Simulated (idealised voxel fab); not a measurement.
process module | voxel gate over fins
cross-section cut | 255 nm wide | cells 5 nm
A cross-section is a grid of square cells, given in bands from the top down. A band is one or more rows of cells.
Each band's line starts with the height of the band's top and of its bottom, in nm. Then come its materials from left to right, each with its width in nm. One material with "throughout" fills the band from edge to edge. "air" is empty space.
Height 0 is the level under which the wafer as received is all one material. The lowest band goes on downwards, as in "0 down".
A width such as "30 to 40" changes by the same amount from each row of cells to the next, from the band's top row to its bottom row.
"no change" after a step means that no cell of the cross-section changed.
closed voids: empty space of 8 cells or more with no open way to the top, each as width x height at its distance from the left edge, in nm
after a step's settings: what the simulator itself notes on the step
overlay nm, on a step with a mask: how far to the right of its planned place the mask lay; to the left if negative
plan
1 op RECEIVE | material Si
2 op CONFORMAL_DEP | material SiN | thk nm 5
3 op MASKED_ETCH | tone cover | mask id FINS | width nm 15 | pitch nm 55 | etch materials SiN | depth nm 5 | overlay nm 0
4 op MASKED_ETCH | tone cover | mask id FINS | width nm 15 | pitch nm 55 | etch materials Si | depth nm 40 | overlay nm 0
5 op FILL_DEP | material SiO2 | thk nm 5
6 op CMP | height nm 5
7 op PATTERN | tone open | mask id RAIL | material resist | width nm 15 | thk nm 20 | overlay nm 0
8 op DIRECTIONAL_ETCH | etch materials SiO2 | depth nm 40
9 op STRIP | etch materials resist
10 op CONFORMAL_DEP | material TiN | thk nm 5
11 op FILL_DEP | material Ru | thk nm 5
12 op CMP | height nm 5
13 op SELECTIVE_ETCH | etch materials W Ru TiN | depth nm 25
14 op FILL_DEP | material SiO2 | thk nm 5
15 op CMP | height nm 5
16 op SELECTIVE_ETCH | etch materials SiO2 | depth nm 15
17 op STRIP | etch materials SiN
18 op CONFORMAL_DEP | material HfO2 | thk nm 5
19 op CONFORMAL_DEP | material TiN | thk nm 5
20 op CONFORMAL_DEP | material TiAl | thk nm 5
21 op CONFORMAL_DEP | material TiN | thk nm 5
22 op FILL_DEP | material W | thk nm 15
23 op CMP | height nm 30
24 op CONFORMAL_DEP | material SiN | thk nm 10
varied across the wafers: width nm of step 4. The plan shows the first wafer's value. All wafers start alike
first wafer as received, after step 1
  0 down: Si throughout
  closed voids: none
first wafer at the end, after step 24
  40 to 30: SiN throughout
  30 to 20: W throughout
  20 to 15: W 15 | TiN 220 | W 20
  15 to 10: W 15 | TiN 5 | TiAl 45 | TiN 10 | TiAl 45 | TiN 10 | TiAl 45 | TiN 10 | TiAl 45 | TiN 5 | W 20
  10 to 5: TiN 20 | TiAl 5 | TiN 35 | TiAl 5 | TiN 10 | TiAl 5 | TiN 35 | TiAl 5 | TiN 10 | TiAl 5 | TiN 35 | TiAl 5 | TiN 10 | TiAl 5 | TiN 35 | TiAl 5 | TiN 25
  5 to 0: TiAl 25 | TiN 5 | HfO2 25 | TiN 5 | TiAl 20 | TiN 5 | HfO2 25 | TiN 5 | TiAl 20 | TiN 5 | HfO2 25 | TiN 5 | TiAl 20 | TiN 5 | HfO2 25 | TiN 5 | TiAl 30
  0 to -5: TiN 30 | HfO2 5 | Si 15 | HfO2 5 | TiN 30 | HfO2 5 | Si 15 | HfO2 5 | TiN 30 | HfO2 5 | Si 15 | HfO2 5 | TiN 30 | HfO2 5 | Si 15 | HfO2 5 | TiN 35
  -5 to -10: HfO2 35 | Si 15 | HfO2 40 | Si 15 | HfO2 40 | Si 15 | HfO2 40 | Si 15 | HfO2 40
  -10 to -20: SiO2 35 | Si 15 | SiO2 40 | Si 15 | SiO2 40 | Si 15 | SiO2 40 | Si 15 | SiO2 40
  -20 to -30: SiO2 35 | Si 15 | SiO2 10 | TiN 5 | Ru 5 | TiN 5 | SiO2 15 | Si 15 | SiO2 40 | Si 15 | SiO2 40 | Si 15 | SiO2 40
  -30 to -35: SiO2 35 | Si 15 | SiO2 10 | TiN 15 | SiO2 15 | Si 15 | SiO2 40 | Si 15 | SiO2 40 | Si 15 | SiO2 40
  -35 to -40: SiO2 35 | Si 15 | SiO2 40 | Si 15 | SiO2 40 | Si 15 | SiO2 40 | Si 15 | SiO2 40
  -40 down: Si throughout
  closed voids: none
last wafer at the end
  40 to 30: SiN throughout
  30 to 20: W throughout
  20 to 15: W 10 | TiN 235 | W 10
  15 to 10: W 10 | TiN 5 | TiAl 225 | TiN 5 | W 10
  10 to 5: TiN 15 | TiAl 5 | TiN 50 | TiAl 5 | TiN 50 | TiAl 5 | TiN 50 | TiAl 5 | TiN 50 | TiAl 5 | TiN 15
  5 to 0: TiAl 20 | TiN 5 | HfO2 40 | TiN 5 | TiAl 5 | TiN 5 | HfO2 40 | TiN 5 | TiAl 5 | TiN 5 | HfO2 40 | TiN 5 | TiAl 5 | TiN 5 | HfO2 40 | TiN 5 | TiAl 20
  0 to -5: TiN 25 | HfO2 5 | Si 30 | HfO2 5 | TiN 15 | HfO2 5 | Si 30 | HfO2 5 | TiN 15 | HfO2 5 | Si 30 | HfO2 5 | TiN 15 | HfO2 5 | Si 30 | HfO2 5 | TiN 25
  -5 to -10: HfO2 30 | Si 30 | HfO2 25 | Si 30 | HfO2 25 | Si 30 | HfO2 25 | Si 30 | HfO2 30
  -10 to -20: SiO2 30 | Si 30 | SiO2 25 | Si 30 | SiO2 25 | Si 30 | SiO2 25 | Si 30 | SiO2 30
  -20 to -30: SiO2 30 | Si 30 | TiN 5 | Ru 5 | TiN 5 | SiO2 10 | Si 30 | SiO2 25 | Si 30 | SiO2 25 | Si 30 | SiO2 30
  -30 to -35: SiO2 30 | Si 30 | TiN 15 | SiO2 10 | Si 30 | SiO2 25 | Si 30 | SiO2 25 | Si 30 | SiO2 30
  -35 to -40: SiO2 30 | Si 30 | SiO2 25 | Si 30 | SiO2 25 | Si 30 | SiO2 25 | Si 30 | SiO2 30
  -40 down: Si throughout
  closed voids: none
each wafer at the end: cells of each material gained (+) or lost (-) since it was received, then its closed voids
width nm 15 | +67 HfO2 | +2 Ru | -312 Si | +102 SiN | +225 SiO2 | +67 TiAl | +141 TiN | +116 W | closed voids: none
width nm 20 | +67 HfO2 | +2 Ru | -280 Si | +102 SiN | +201 SiO2 | +67 TiAl | +135 TiN | +114 W | closed voids: none
width nm 25 | +67 HfO2 | +2 Ru | -248 Si | +102 SiN | +177 SiO2 | +67 TiAl | +129 TiN | +112 W | closed voids: none
width nm 30 | +67 HfO2 | +2 Ru | -216 Si | +102 SiN | +153 SiO2 | +61 TiAl | +129 TiN | +110 W | closed voids: none
